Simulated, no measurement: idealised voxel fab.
This section sets out a process module, namely voxel air gaps.
Displayed cross-section: cut, width of 250 nm, square cells sized 5 nm.
Notation: cross-section as square-cell grid; stated in bands, top first, going down; one or more cell rows per band.
Quick guide to a band line: top height, bottom height (nm) up front; then every material left to right with its width in nm. Only one material and it's marked "all across"? Then it fills the band edge to edge. And "blank" just means empty space.
Height datum 0, below which the as-received substrate wafer is one material. Lowest band open at the bottom, running downward: "0 and below".
Width spec "30->40" -> top row of cells at first value, bottom row at second value, equal per-row change in between.
The cross-section has no changed cell in any step marked "nothing different".
Voids not open to the top, 8 cells minimum: see "Completely sealed voids". Written width x height at distance; distance is from the left edge; nm.
Step line, after settings: the simulator's comment on this step.
What "overlay nm" on a step's line means: if the step has a mask, that mask lay this far to the right of its planned place, or, when the value is negative, to the left.
-- Steps planned for the process
1) RECEIVE (material Si)
2) CONFORMAL_DEP (material SiO2; thk nm 15)
3) CONFORMAL_DEP (material SiN; thk nm 5)
4) DIRECTIONAL_DEP (material SiO2; thk nm 35)
5) MASKED_ETCH (tone open; mask id LINES; width nm 25; pitch nm 55; etch materials SiO2; depth nm 35; overlay nm 0)
6) CONFORMAL_DEP (material TiN; thk nm 5)
7) FILL_DEP (material Cu; thk nm 5)
8) CMP (height nm 55)
9) EPI (material Ru; thk nm 10)
10) SELECTIVE_ETCH (etch materials SiO2; depth nm 45)
11) CONFORMAL_DEP (material SiCN; thk nm 5)
-- Cross-section of the wafer as it came to us, i.e., already through step 1
> 0 and below | Si all across
> Completely sealed voids: none
-- First of two wafers, end-of-module section, run followed plan
> 70 down to 65 | blank=40 / SiCN=165 / blank=45
> 65 down to 55 | blank=40 / SiCN=5 / Ru=45 / SiCN=10 / Ru=45 / SiCN=10 / Ru=45 / SiCN=5 / blank=45
> 55 down to 50 | blank=40 / SiCN=15 / TiN=5 / Cu=15 / TiN=5 / SiCN=30 / TiN=5 / Cu=15 / TiN=5 / SiCN=30 / TiN=5 / Cu=15 / TiN=5 / SiCN=15 / blank=45
> 50 down to 25 | blank=50 / SiCN=5 / TiN=5 / Cu=15 / TiN=5 / SiCN=5 / blank=20 / SiCN=5 / TiN=5 / Cu=15 / TiN=5 / SiCN=5 / blank=20 / SiCN=5 / TiN=5 / Cu=15 / TiN=5 / SiCN=5 / blank=55
> 25 down to 20 | SiCN=55 / TiN=25 / SiCN=30 / TiN=25 / SiCN=30 / TiN=25 / SiCN=60
> 20 down to 15 | SiN all across
> 15 down to 0 | SiO2 all across
> 0 and below | Si all across
> Completely sealed voids: 20 x 25 at 85; 20 x 25 at 140
-- Module end: cross-section of wafer two of two. Same start and process plan as the first wafer. One mistake during execution
> 80 down to 75 | blank=30 / SiCN=185 / blank=35
> 75 down to 55 | blank=30 / SiCN=5 / Ru=175 / SiCN=5 / blank=35
> 55 down to 50 | blank=30 / SiCN=25 / TiN=5 / Cu=15 / TiN=5 / SiO2=30 / TiN=5 / Cu=15 / TiN=5 / SiO2=30 / TiN=5 / Cu=15 / TiN=5 / SiCN=25 / blank=35
> 50 down to 25 | blank=50 / SiCN=5 / TiN=5 / Cu=15 / TiN=5 / SiO2=30 / TiN=5 / Cu=15 / TiN=5 / SiO2=30 / TiN=5 / Cu=15 / TiN=5 / SiCN=5 / blank=55
> 25 down to 20 | SiCN=55 / TiN=25 / SiO2=30 / TiN=25 / SiO2=30 / TiN=25 / SiCN=60
> 20 down to 15 | SiN all across
> 15 down to 0 | SiO2 all across
> 0 and below | Si all across
> Completely sealed voids: none
Which mistake was made when the wafer was run? twice, step 9 of the plan was run
Cell-count delta at end, second wafer over first, by material: Ru +86; SiCN -40; SiO2 +84
The closed voids present at the end amount to 2 for the first wafer and 0 for the second wafer.
